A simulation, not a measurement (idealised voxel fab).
Documented hereafter: the process module known as voxel self aligned vias.
Displayed cross-section: cut, width of 155 nm, square cells sized 5 nm.
Notation: cross-section as square-cell grid; stated in bands, top first, going down; one or more cell rows per band.
Heights first: top, then bottom, in nm. Then materials, left to right, each with a width in nm. "full width" on a single material: fills the band edge to edge. "empty": empty space.
Below 0: as-received wafer, all one material; heights counted from there. Lowest band: no bottom, goes on down, written "z 0 and below".
Per-row width for "30 to 40": begins at first number (top row of band), ends at second number (bottom row), increment between rows held constant.
For the purposes of this document, the phrase "nothing was modified" attached to a step denotes that no cell within the cross-section was modified by that step.
"Trapped voids" contains a list of empty spaces, each no smaller than 8 cells and without an open way to the top, written in the form width x height at distance with the distance from the left edge and all three in nm.
That trailing text on a step's line, after the settings, is the simulator's own remark on the step.
The "overlay nm" setting may appear on a step's line; for a step that uses a mask, it gives how far to the right of its planned position the mask lay, and a negative value indicates the left.

THE PLANNED PROCESS STEPS ARE ENUMERATED HEREUNDER
1) op RECEIVE | material Si
2) op CONFORMAL_DEP | material SiO2 | thk nm 15
3) op CONFORMAL_DEP | material SiCN | thk nm 5
4) op DIRECTIONAL_DEP | material lowk | thk nm 30
5) op DIRECTIONAL_DEP | material aC | thk nm 15
6) op PATTERN | tone open | mask id LINES | material resist | width nm 25 | pitch nm 75 | thk nm 35 | overlay nm 0
7) op DIRECTIONAL_ETCH | etch materials aC | depth nm 15
8) op STRIP | etch materials resist
9) op DIRECTIONAL_ETCH | etch materials lowk | depth nm 30
10) op STRIP | etch materials aC
11) op CONFORMAL_DEP | material TiN | thk nm 5
12) op FILL_DEP | material Ru | thk nm 5
13) op CMP | height nm 50
14) op SELECTIVE_ETCH | etch materials W Ru TiN | depth nm 5
15) op FILL_DEP | material SiN | thk nm 10
16) op CMP | height nm 50
17) op DIRECTIONAL_DEP | material lowk | thk nm 20
18) op DIRECTIONAL_DEP | material aC | thk nm 10
19) op PATTERN | tone open | mask id VIAS | material resist | width nm 45 | pitch nm 75 | thk nm 30 | overlay nm 0
20) op DIRECTIONAL_ETCH | etch materials aC | depth nm 10
21) op STRIP | etch materials resist
22) op DIRECTIONAL_ETCH | etch materials lowk | depth nm 20
23) op DIRECTIONAL_ETCH | etch materials SiN | depth nm 5
24) op STRIP | etch materials aC
25) op CONFORMAL_DEP | material TiN | thk nm 5
26) op FILL_DEP | material Ru | thk nm 10
27) op CMP | height nm 70
28) op CONFORMAL_DEP | material SiCN | thk nm 5

HERE'S WHAT THE WAFER LOOKED LIKE IN CROSS-SECTION WHEN IT ARRIVED - THAT'S AFTER STEP 1
* z 0 and below  Si full width
* Trapped voids: none

STARTING STRUCTURE AND PROCESS PLAN ARE AS SHOWN ABOVE, BUT ONE MISTAKE WAS MADE IN RUNNING THE MODULE; THE WAFER CROSS-SECTION AT THE END OF THE MODULE FOLLOWS
* z 75 to 70  SiCN full width
* z 70 to 55  lowk: 20 / TiN: 5 / Ru: 25 / TiN: 5 / lowk: 40 / TiN: 5 / Ru: 25 / TiN: 5 / lowk: 25
* z 55 to 50  lowk: 20 / TiN: 10 / Ru: 15 / TiN: 10 / lowk: 40 / TiN: 10 / Ru: 15 / TiN: 10 / lowk: 25
* z 50 to 45  lowk: 25 / TiN: 25 / lowk: 50 / TiN: 25 / lowk: 30
* z 45 to 25  lowk: 25 / TiN: 5 / Ru: 15 / TiN: 5 / lowk: 50 / TiN: 5 / Ru: 15 / TiN: 5 / lowk: 30
* z 25 to 20  lowk: 25 / TiN: 25 / lowk: 50 / TiN: 25 / lowk: 30
* z 20 to 15  SiCN full width
* z 15 to 0  SiO2 full width
* z 0 and below  Si full width
* Trapped voids: none
Want to know what went wrong? so step 19 ended up running with a different setting than we planned, it ran as op PATTERN | tone open | mask id VIAS | material resist | width nm 35 | pitch nm 75 | thk nm 30 | overlay nm 0
